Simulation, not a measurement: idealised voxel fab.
process module | voxel transistor to metal
cross-section cut | 165 nm wide | cells 5 nm
A cross-section is a grid of square cells, given in bands from the top down. A band is one or more rows of cells.
Each band's line starts with the height of the band's top and of its bottom, in nm. Then come its materials from left to right, each with its width in nm. One material with "throughout" fills the band from edge to edge. "air" is empty space.
Height 0 is the level under which the wafer as received is all one material. The lowest band goes on downwards, as in "0 down".
A width such as "30 to 40" changes by the same amount from each row of cells to the next, from the band's top row to its bottom row.
"no change" after a step means that no cell of the cross-section changed.
closed voids: empty space of 8 cells or more with no open way to the top, each as width x height at its distance from the left edge, in nm
after a step's settings: what the simulator itself notes on the step
overlay nm, on a step with a mask: how far to the right of its planned place the mask lay; to the left if negative
plan
1 op RECEIVE | material Si
2 op CONFORMAL_DEP | material SiO2 | thk nm 5
3 op CONFORMAL_DEP | material SiN | thk nm 15
4 op MASKED_ETCH | tone cover | mask id ACTIVE | width nm 115 | etch materials SiN | depth nm 15 | overlay nm 0
5 op MASKED_ETCH | tone cover | mask id ACTIVE | width nm 115 | etch materials SiO2 | depth nm 5 | overlay nm 0
6 op MASKED_ETCH | tone cover | mask id ACTIVE | width nm 115 | etch materials Si | depth nm 20 | overlay nm 0
7 op FILL_DEP | material SiO2 | thk nm 15
8 op CMP | height nm 20
9 op SELECTIVE_ETCH | etch materials SiO2 | depth nm 5
10 op STRIP | etch materials SiN
11 op SELECTIVE_ETCH | etch materials SiO2 | depth nm 5
12 op OXIDIZE | depth nm 5
13 op DIRECTIONAL_DEP | material polySi | thk nm 25
14 op DIRECTIONAL_DEP | material SiCN | thk nm 10
15 op MASKED_ETCH | tone cover | mask id GATE | width nm 15 | etch materials SiCN | depth nm 20 | overlay nm 0
16 op MASKED_ETCH | tone cover | mask id GATE | width nm 15 | etch materials polySi | depth nm 35 | overlay nm 0
17 op CONFORMAL_DEP | material SiO2 | thk nm 5
18 op DIRECTIONAL_ETCH | etch materials SiO2 | depth nm 5
19 op CONFORMAL_DEP | material SiN | thk nm 10
20 op DIRECTIONAL_ETCH | etch materials SiN | depth nm 10
21 op DIRECTIONAL_ETCH | etch materials SiO2 | depth nm 5
22 op DIRECTIONAL_ETCH | etch materials Si | depth nm 5
23 op EPI | material nSi | thk nm 10
24 op FILL_DEP | material SiO2 | thk nm 10
25 op CMP | height nm 35
26 op DIRECTIONAL_DEP | material SiO2 | thk nm 15
27 op PATTERN | tone open | mask id CONTACT | material resist | width nm 20 | pitch nm 75 | thk nm 20 | overlay nm 0
28 op DIRECTIONAL_ETCH | etch materials SiO2 | depth nm 50
29 op STRIP | etch materials resist
30 op CONFORMAL_DEP | material TiN | thk nm 5
31 op FILL_DEP | material Ru | thk nm 10
32 op CMP | height nm 50
33 op CONFORMAL_DEP | material SiN | thk nm 5
34 op DIRECTIONAL_DEP | material lowk | thk nm 15
35 op PATTERN | tone open | mask id METAL_1 | material resist | width nm 20 | pitch nm 75 | thk nm 15 | overlay nm 0
36 op DIRECTIONAL_ETCH | etch materials lowk | depth nm 15
37 op DIRECTIONAL_ETCH | etch materials SiN | depth nm 5
38 op STRIP | etch materials resist
39 op CONFORMAL_DEP | material TiN | thk nm 5
40 op FILL_DEP | material Ru | thk nm 5
41 op CMP | height nm 70
42 op CONFORMAL_DEP | material SiCN | thk nm 5
43 op DIRECTIONAL_DEP | material lowk | thk nm 25
44 op MASKED_ETCH | tone open | mask id METAL_2_HOLES | width nm 15 | pitch nm 75 | etch materials lowk | depth nm 25 | overlay nm 0
45 op DIRECTIONAL_DEP | material aC | thk nm 10
46 op PATTERN | tone open | mask id METAL_2 | material resist | width nm 20 | pitch nm 75 | thk nm 25 | overlay nm 0
47 op DIRECTIONAL_ETCH | etch materials aC | depth nm 10
48 op STRIP | etch materials resist
49 op DIRECTIONAL_ETCH | etch materials lowk | depth nm 15
50 op DIRECTIONAL_ETCH | etch materials SiCN | depth nm 5
51 op STRIP | etch materials aC
52 op CONFORMAL_DEP | material TiN | thk nm 5
53 op FILL_DEP | material Ru | thk nm 10
54 op CMP | height nm 100
55 op CONFORMAL_DEP | material SiCN | thk nm 5
as received, after step 1
  0 down: Si throughout
  closed voids: none
first wafer at the end, as planned
  105 to 100: SiCN throughout
  100 to 90: lowk 35 | TiN 5 | Ru 10 | TiN 5 | lowk 55 | TiN 5 | Ru 10 | TiN 5 | lowk 35
  90 to 85: lowk 35 | TiN 5 | Ru 5 | TiN 10 | lowk 55 | TiN 5 | Ru 5 | TiN 10 | lowk 35
  85 to 75: lowk 35 | TiN 5 | Ru 5 | TiN 5 | lowk 60 | TiN 5 | Ru 5 | TiN 5 | lowk 40
  75 to 70: SiCN 35 | TiN 15 | SiCN 60 | TiN 15 | SiCN 40
  70 to 55: lowk 35 | TiN 5 | Ru 10 | TiN 5 | lowk 55 | TiN 5 | Ru 10 | TiN 5 | lowk 35
  55 to 50: SiN 35 | TiN 20 | SiN 55 | TiN 20 | SiN 35
  50 to 35: SiO2 35 | TiN 5 | Ru 10 | TiN 5 | SiO2 55 | TiN 5 | Ru 10 | TiN 5 | SiO2 35
  35 to 25: SiO2 35 | TiN 5 | Ru 10 | TiN 5 | SiO2 5 | SiN 10 | SiO2 5 | SiCN 15 | SiO2 5 | SiN 10 | SiO2 5 | TiN 5 | Ru 10 | TiN 5 | SiO2 35
  25 to 10: SiO2 35 | TiN 5 | Ru 10 | TiN 5 | SiO2 5 | SiN 10 | SiO2 5 | polySi 15 | SiO2 5 | SiN 10 | SiO2 5 | TiN 5 | Ru 10 | TiN 5 | SiO2 35
  10 to 5: SiO2 25 | SiN 10 | TiN 20 | SiO2 5 | SiN 10 | SiO2 5 | polySi 15 | SiO2 5 | SiN 10 | SiO2 5 | TiN 20 | SiN 10 | SiO2 25
  5 to 0: SiO2 25 | SiN 10 | nSi 10 | TiN 5 | nSi 10 | SiN 10 | SiO2 5 | polySi 15 | SiO2 5 | SiN 10 | nSi 10 | TiN 5 | nSi 10 | SiN 10 | SiO2 25
  0 to -5: SiO2 35 | nSi 25 | SiO2 45 | nSi 25 | SiO2 35
  -5 to -10: SiO2 25 | Si 10 | nSi 25 | Si 45 | nSi 25 | Si 10 | SiO2 25
  -10 to -20: SiO2 25 | Si 115 | SiO2 25
  -20 down: Si throughout
  closed voids: none
second wafer at the end: like start, like plan, one mistake
  105 to 100: SiCN throughout
  100 to 90: lowk 35 | TiN 5 | Ru 10 | TiN 5 | lowk 55 | TiN 5 | Ru 10 | TiN 5 | lowk 35
  90 to 85: lowk 35 | TiN 5 | Ru 5 | TiN 10 | lowk 55 | TiN 5 | Ru 5 | TiN 10 | lowk 35
  85 to 75: lowk 35 | TiN 5 | Ru 5 | TiN 5 | lowk 60 | TiN 5 | Ru 5 | TiN 5 | lowk 40
  75 to 70: SiCN 35 | TiN 15 | SiCN 60 | TiN 15 | SiCN 40
  70 to 55: lowk 35 | TiN 5 | Ru 10 | TiN 5 | lowk 55 | TiN 5 | Ru 10 | TiN 5 | lowk 35
  55 to 50: SiN 35 | TiN 20 | SiN 55 | TiN 20 | SiN 35
  50 to 35: SiO2 35 | TiN 5 | Ru 10 | TiN 5 | SiO2 55 | TiN 5 | Ru 10 | TiN 5 | SiO2 35
  35 to 25: SiO2 35 | TiN 5 | Ru 10 | TiN 5 | SiO2 5 | SiN 10 | SiO2 5 | SiCN 15 | SiO2 5 | SiN 10 | SiO2 5 | TiN 5 | Ru 10 | TiN 5 | SiO2 35
  25 to 10: SiO2 35 | TiN 5 | Ru 10 | TiN 5 | SiO2 5 | SiN 10 | SiO2 5 | polySi 15 | SiO2 5 | SiN 10 | SiO2 5 | TiN 5 | Ru 10 | TiN 5 | SiO2 35
  10 to 5: SiO2 20 | SiN 10 | SiO2 5 | TiN 20 | SiO2 5 | SiN 10 | SiO2 5 | polySi 15 | SiO2 5 | SiN 10 | SiO2 5 | TiN 20 | SiO2 5 | SiN 10 | SiO2 20
  5 to 0: SiO2 20 | SiN 10 | nSi 10 | TiN 10 | nSi 10 | SiN 10 | SiO2 5 | polySi 15 | SiO2 5 | SiN 10 | nSi 10 | TiN 10 | nSi 10 | SiN 10 | SiO2 20
  0 to -5: SiO2 30 | nSi 30 | SiO2 45 | nSi 30 | SiO2 30
  -5 to -10: SiO2 20 | Si 10 | nSi 30 | Si 45 | nSi 30 | Si 10 | SiO2 20
  -10 to -20: SiO2 20 | Si 125 | SiO2 20
  -20 down: Si throughout
  closed voids: none
what went wrong: step 4 ran as: op MASKED_ETCH | tone cover | mask id ACTIVE | width nm 125 | etch materials SiN | depth nm 15 | overlay nm 0
at the end the second wafer has, in cells: 4 more of Si | 10 fewer of SiO2 | 2 more of TiN | 4 more of nSi
